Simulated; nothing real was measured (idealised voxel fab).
Process module, titled voxel gate over fins
Cross-section cut: width 300 nm, square cells of 5 nm.
Cross-section, as written here: a square-cell grid given band by band from the top down, where a band holds one or more rows of cells. Band entry format. Leading values: height of top, height of bottom, nm. Remainder: materials in left-to-right order, each with its width in nm. Special words: "everywhere" on a single material, which then fills the band edge to edge; "blank", empty space. We count height from 0. Below that, the starting wafer is all one material. The lowest band never ends at the bottom but goes on down; see "0..down" for how that is written. With a width like "30->40", each row of cells in the band differs from the next by the same amount, the top row carrying the first number and the bottom row the second. "nothing altered" means the step left every cell of the cross-section as it was. This entry, "Closed void list", enumerates those empty regions of no fewer than 8 cells that possess no open connection to the top. Each region is reported in the form width x height at distance, the distance being taken from the left edge, with all three quantities expressed in nm. Text after the settings on a step's line: the simulator's own remark on that step. overlay nm: mask right of planned place by this much (step with mask). Neg. = left.
The planned process steps are enumerated hereunder:
1,RECEIVE,material Si
2,CONFORMAL_DEP,material SiN,thk nm 10
3,DIRECTIONAL_DEP,material aC,thk nm 15
4,PATTERN,tone cover,mask id FINS,material resist,width nm 15,pitch nm 40,thk nm 35,overlay nm 0
5,DIRECTIONAL_ETCH,etch materials aC,depth nm 15
6,STRIP,etch materials resist
7,DIRECTIONAL_ETCH,etch materials SiN,depth nm 10
8,DIRECTIONAL_ETCH,etch materials Si,depth nm 30
9,STRIP,etch materials aC
10,OXIDIZE,depth nm 5
11,FILL_DEP,material SiO2,thk nm 5
12,CMP,height nm 10
13,SELECTIVE_ETCH,etch materials SiO2,depth nm 25
14,STRIP,etch materials SiN
15,CONFORMAL_DEP,material HfO2,thk nm 5
16,CONFORMAL_DEP,material TiN,thk nm 5
17,FILL_DEP,material W,thk nm 15
18,CMP,height nm 20
19,CONFORMAL_DEP,material SiCN,thk nm 10
Cross-sectional view of the wafer in its as-received condition, corresponding to the state after step 1:
* 0..down = Si everywhere
* Closed void list: none
The following cross-section depicts the wafer upon conclusion of the module. Processing commenced from the starting condition illustrated above and adhered to the plan illustrated above, save for one mistake in execution:
* 30..20 = SiCN everywhere
* 20..5 = W everywhere
* 5..0 = 100 W / 15 TiN / 25 W / 15 TiN / 25 W / 15 TiN / 105 W
* 0..-10 = 100 W / 5 TiN / 5 Si / 5 TiN / 25 W / 5 TiN / 5 Si / 5 TiN / 25 W / 5 TiN / 5 Si / 5 TiN / 105 W
* -10..-15 = 105 TiN / 5 Si / 35 TiN / 5 Si / 35 TiN / 5 Si / 110 TiN
* -15..-35 = 105 SiO2 / 5 Si / 35 SiO2 / 5 Si / 35 SiO2 / 5 Si / 110 SiO2
* -35..down = Si everywhere
* Closed void list: none
Run error: plan step 15 never ran because it was skipped
